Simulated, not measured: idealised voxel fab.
process module | voxel transistor to metal
cross-section cut | 280 nm wide | cells 5 nm
A cross-section is a grid of square cells, given in bands from the top down. A band is one or more rows of cells.
Each band's line starts with the height of the band's top and of its bottom, in nm. Then come its materials from left to right, each with its width in nm. One material with "throughout" fills the band from edge to edge. "air" is empty space.
Height 0 is the level under which the wafer as received is all one material. The lowest band goes on downwards, as in "0 down".
A width such as "30 to 40" changes by the same amount from each row of cells to the next, from the band's top row to its bottom row.
"no change" after a step means that no cell of the cross-section changed.
closed voids: empty space of 8 cells or more with no open way to the top, each as width x height at its distance from the left edge, in nm
after a step's settings: what the simulator itself notes on the step
overlay nm, on a step with a mask: how far to the right of its planned place the mask lay; to the left if negative
plan
1 op RECEIVE | material Si
2 op CONFORMAL_DEP | material SiO2 | thk nm 5
3 op CONFORMAL_DEP | material SiN | thk nm 15
4 op DIRECTIONAL_DEP | material aC | thk nm 10
5 op PATTERN | tone cover | mask id ACTIVE | material resist | width nm 105 | pitch nm 125 | thk nm 25 | overlay nm 0
6 op DIRECTIONAL_ETCH | etch materials aC | depth nm 10
7 op STRIP | etch materials resist
8 op DIRECTIONAL_ETCH | etch materials SiN | depth nm 15
9 op DIRECTIONAL_ETCH | etch materials SiO2 | depth nm 5
10 op DIRECTIONAL_ETCH | etch materials Si | depth nm 30
11 op STRIP | etch materials aC
12 op FILL_DEP | material SiO2 | thk nm 5
13 op CMP | height nm 20
14 op SELECTIVE_ETCH | etch materials SiO2 | depth nm 15
15 op STRIP | etch materials SiN
16 op SELECTIVE_ETCH | etch materials SiO2 | depth nm 5
17 op OXIDIZE | depth nm 5
18 op DIRECTIONAL_DEP | material polySi | thk nm 30
19 op DIRECTIONAL_DEP | material SiCN | thk nm 15
20 op PATTERN | tone cover | mask id GATE | material resist | width nm 25 | pitch nm 125 | thk nm 15 | overlay nm 0
21 op DIRECTIONAL_ETCH | etch materials SiCN | depth nm 25
22 op DIRECTIONAL_ETCH | etch materials polySi | depth nm 40
23 op STRIP | etch materials resist
24 op CONFORMAL_DEP | material SiO2 | thk nm 5
25 op DIRECTIONAL_ETCH | etch materials SiO2 | depth nm 5
26 op CONFORMAL_DEP | material SiN | thk nm 10
27 op DIRECTIONAL_ETCH | etch materials SiN | depth nm 10
28 op DIRECTIONAL_ETCH | etch materials SiO2 | depth nm 5
29 op DIRECTIONAL_ETCH | etch materials Si | depth nm 15
30 op EPI | material SiGe | thk nm 20
31 op FILL_DEP | material SiO2 | thk nm 10
32 op CMP | height nm 45
33 op DIRECTIONAL_DEP | material SiO2 | thk nm 10
34 op DIRECTIONAL_DEP | material aC | thk nm 10
35 op PATTERN | tone open | mask id CONTACT | material resist | width nm 30 | thk nm 25 | overlay nm 0
36 op DIRECTIONAL_ETCH | etch materials aC | depth nm 10
37 op STRIP | etch materials resist
38 op DIRECTIONAL_ETCH | etch materials SiO2 | depth nm 40
39 op STRIP | etch materials aC
40 op CONFORMAL_DEP | material TiN | thk nm 5
41 op FILL_DEP | material W | thk nm 10
42 op CMP | height nm 55
43 op DIRECTIONAL_DEP | material TiN | thk nm 5
44 op DIRECTIONAL_DEP | material Ru | thk nm 20
45 op DIRECTIONAL_DEP | material aC | thk nm 10
46 op PATTERN | tone cover | mask id METAL_1 | material resist | width nm 20 | thk nm 25 | overlay nm 0
47 op DIRECTIONAL_ETCH | etch materials aC | depth nm 10
48 op STRIP | etch materials resist
49 op DIRECTIONAL_ETCH | etch materials Ru | depth nm 20
50 op DIRECTIONAL_ETCH | etch materials TiN | depth nm 5
51 op STRIP | etch materials aC
52 op FILL_DEP | material SiO2 | thk nm 5
53 op CMP | height nm 80
54 op CONFORMAL_DEP | material SiN | thk nm 5
as received, after step 1
  0 down: Si throughout
  closed voids: none
a wafer at the end: this start, this plan, one mistake
  85 to 80: SiN throughout
  80 to 60: SiO2 30 | Ru 20 | SiO2 55 | Ru 20 | SiO2 30 | Ru 20 | SiO2 55 | Ru 20 | SiO2 30
  60 to 55: SiO2 30 | TiN 20 | SiO2 55 | TiN 20 | SiO2 30 | TiN 20 | SiO2 55 | TiN 20 | SiO2 30
  55 to 45: SiO2 30 | TiN 5 | W 20 to 10 | TiN 5 to 15 | SiO2 35 | TiN 5 to 15 | W 20 to 10 | TiN 5 | SiO2 30 | TiN 5 | W 20 to 10 | TiN 5 to 15 | SiO2 35 | TiN 5 to 15 | W 20 to 10 | TiN 5 | SiO2 30
  45 to 35: SiO2 30 | TiN 5 | W 10 | TiN 5 | SiN 10 | SiO2 5 | SiCN 25 | SiO2 5 | SiN 10 | TiN 5 | W 10 | TiN 5 | SiO2 30 | TiN 5 | W 10 | TiN 5 | SiN 10 | SiO2 5 | SiCN 25 | SiO2 5 | SiN 10 | TiN 5 | W 10 | TiN 5 | SiO2 30
  35 to 25: SiO2 30 | TiN 5 | W 10 | TiN 5 | SiN 10 | SiO2 5 | polySi 25 | SiO2 5 | SiN 10 | TiN 5 | W 10 | TiN 5 | SiO2 30 | TiN 5 | W 10 | TiN 5 | SiN 10 | SiO2 5 | polySi 25 | SiO2 5 | SiN 10 | TiN 5 | W 10 | TiN 5 | SiO2 30
  25 to 20: SiO2 30 | TiN 20 | SiN 10 | SiO2 5 | polySi 25 | SiO2 5 | SiN 10 | TiN 20 | SiO2 30 | TiN 20 | SiN 10 | SiO2 5 | polySi 25 | SiO2 5 | SiN 10 | TiN 20 | SiO2 30
  20 to 15: SiO2 30 | SiGe 20 | SiN 10 | SiO2 5 | polySi 25 | SiO2 5 | SiN 10 | SiGe 20 | SiO2 30 | SiGe 20 | SiN 10 | SiO2 5 | polySi 25 | SiO2 5 | SiN 10 | SiGe 20 | SiO2 30
  15 to 5: SiO2 20 | SiGe 30 | SiN 10 | SiO2 5 | polySi 25 | SiO2 5 | SiN 10 | SiGe 30 | SiO2 10 | SiGe 30 | SiN 10 | SiO2 5 | polySi 25 | SiO2 5 | SiN 10 | SiGe 30 | SiO2 20
  5 to 0: SiO2 15 | SiN 10 | SiGe 25 | SiO2 55 | SiGe 25 | SiN 20 | SiGe 25 | SiO2 55 | SiGe 25 | SiN 10 | SiO2 15
  0 to -5: SiO2 35 | SiGe 15 | Si 55 | SiGe 15 | SiO2 40 | SiGe 15 | Si 55 | SiGe 15 | SiO2 35
  -5 to -15: SiO2 25 | Si 10 | SiGe 15 | Si 55 | SiGe 15 | Si 10 | SiO2 20 | Si 10 | SiGe 15 | Si 55 | SiGe 15 | Si 10 | SiO2 25
  -15 to -30: SiO2 25 | Si 105 | SiO2 20 | Si 105 | SiO2 25
  -30 down: Si throughout
  closed voids: none
what went wrong: steps 15 and 16 were swapped
